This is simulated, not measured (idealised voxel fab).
Name of the process module below: voxel capacitor over wiring
In the cross-section labelled cut, the width is 260 nm and each square cell is 5 nm.
Format of a cross-section: grid, square cells. Given as bands. Order: top down. Band: one or more rows of cells. Each band's line starts with the height of the band's top and of its bottom, in nm. Then come its materials from left to right, each with its width in nm. One material with "everywhere" fills the band from edge to edge. "blank" is empty space. Heights from 0 (as-received wafer is one material below). Bottom band endless downward, as "0 -> down". You'd read "30 to 40" like this: the band's top row of cells is as wide as the first number, its bottom row is as wide as the second, and going down, every row changes width by the same amount as the row before did. "no modification" means the step left every cell of the cross-section as it was. So "Completely enclosed voids" is basically the list of trapped voids: any empty space of 8 cells or more that can't reach the top through an opening. They're written width x height at distance, the distance being from the left edge, and it's all nm. That trailing text on a step's line, after the settings, is the simulator's own remark on the step. "overlay nm" denotes, for a step that has a mask, the displacement of the mask to the right of its planned place, with negative values corresponding to the left.

So here's the lineup of process steps we planned:
1) RECEIVE, material Si
2) CONFORMAL_DEP, material SiO2, thk nm 5
3) CONFORMAL_DEP, material SiCN, thk nm 5
4) DIRECTIONAL_DEP, material SiO2, thk nm 15
5) MASKED_ETCH, tone open, mask id METAL_1, width nm 30, pitch nm 100, etch materials SiO2, depth nm 15, overlay nm 0
6) MASKED_ETCH, tone open, mask id METAL_1, width nm 30, pitch nm 100, etch materials SiCN, depth nm 5, overlay nm 0
7) CONFORMAL_DEP, material TiN, thk nm 5
8) FILL_DEP, material Cu, thk nm 5
9) CMP, height nm 35
10) EPI, material Ru, thk nm 5
11) FILL_DEP, material SiCN, thk nm 5
12) DIRECTIONAL_DEP, material SiO2, thk nm 15
13) MASKED_ETCH, tone open, mask id PLUG_1, width nm 15, etch materials SiO2, depth nm 15, overlay nm 0
14) MASKED_ETCH, tone open, mask id PLUG_1, width nm 15, etch materials SiCN, depth nm 5, overlay nm 0
15) EPI, material Ru, thk nm 10
16) EPI, material Ru, thk nm 10
17) DIRECTIONAL_DEP, material TiN, thk nm 5
18) DIRECTIONAL_DEP, material Al2O3, thk nm 5
19) DIRECTIONAL_DEP, material TiN, thk nm 10
20) MASKED_ETCH, tone cover, mask id UPPER_PLATE, width nm 75, etch materials TiN, depth nm 10, overlay nm 0
21) MASKED_ETCH, tone cover, mask id UPPER_PLATE, width nm 75, etch materials Al2O3, depth nm 5, overlay nm 0
22) PATTERN, tone cover, mask id LOWER_PLATE, material resist, width nm 85, thk nm 15, overlay nm 0
23) DIRECTIONAL_ETCH, etch materials TiN, depth nm 5
24) STRIP, etch materials resist
25) FILL_DEP, material SiO2, thk nm 20
26) CMP, height nm 95
27) PATTERN, tone open, mask id PLUG_2, material resist, width nm 15, thk nm 15, overlay nm 0
28) DIRECTIONAL_ETCH, etch materials SiO2, depth nm 15
29) STRIP, etch materials resist
30) CONFORMAL_DEP, material TiN, thk nm 5
31) FILL_DEP, material Ru, thk nm 10
32) CMP, height nm 95
33) CONFORMAL_DEP, material SiN, thk nm 5
For clarity, it should be stated that the wafers under discussion commence in an identical condition and differ with respect to the thk nm of step 2, the plan indicating the value that the first wafer had.

Cross-section of the first of several wafers as received (after step 1):
> 0 -> down  Si everywhere
> Completely enclosed voids: none

Per wafer, end of module: cells gained (+) or lost (-) per material since receipt, then closed voids:
thk nm 5; +15 Al2O3; +84 Cu; +66 Ru; +89 SiCN; +52 SiN; +612 SiO2; +122 TiN; Completely enclosed voids: none
thk nm 10; +15 Al2O3; +32 Cu; +66 Ru; +89 SiCN; +52 SiN; +664 SiO2; +122 TiN; Completely enclosed voids: none
thk nm 15; +15 Al2O3; +24 Cu; +30 Ru; +125 SiCN; +52 SiN; +716 SiO2; +78 TiN; Completely enclosed voids: none
thk nm 20; +15 Al2O3; +16 Cu; +30 Ru; +125 SiCN; +52 SiN; +728 SiO2; +74 TiN; Completely enclosed voids: none
thk nm 25; +15 Al2O3; +8 Cu; +30 Ru; +125 SiCN; +52 SiN; +740 SiO2; +70 TiN; Completely enclosed voids: none
thk nm 30; +15 Al2O3; +30 Ru; +125 SiCN; +52 SiN; +752 SiO2; +66 TiN; Completely enclosed voids: none
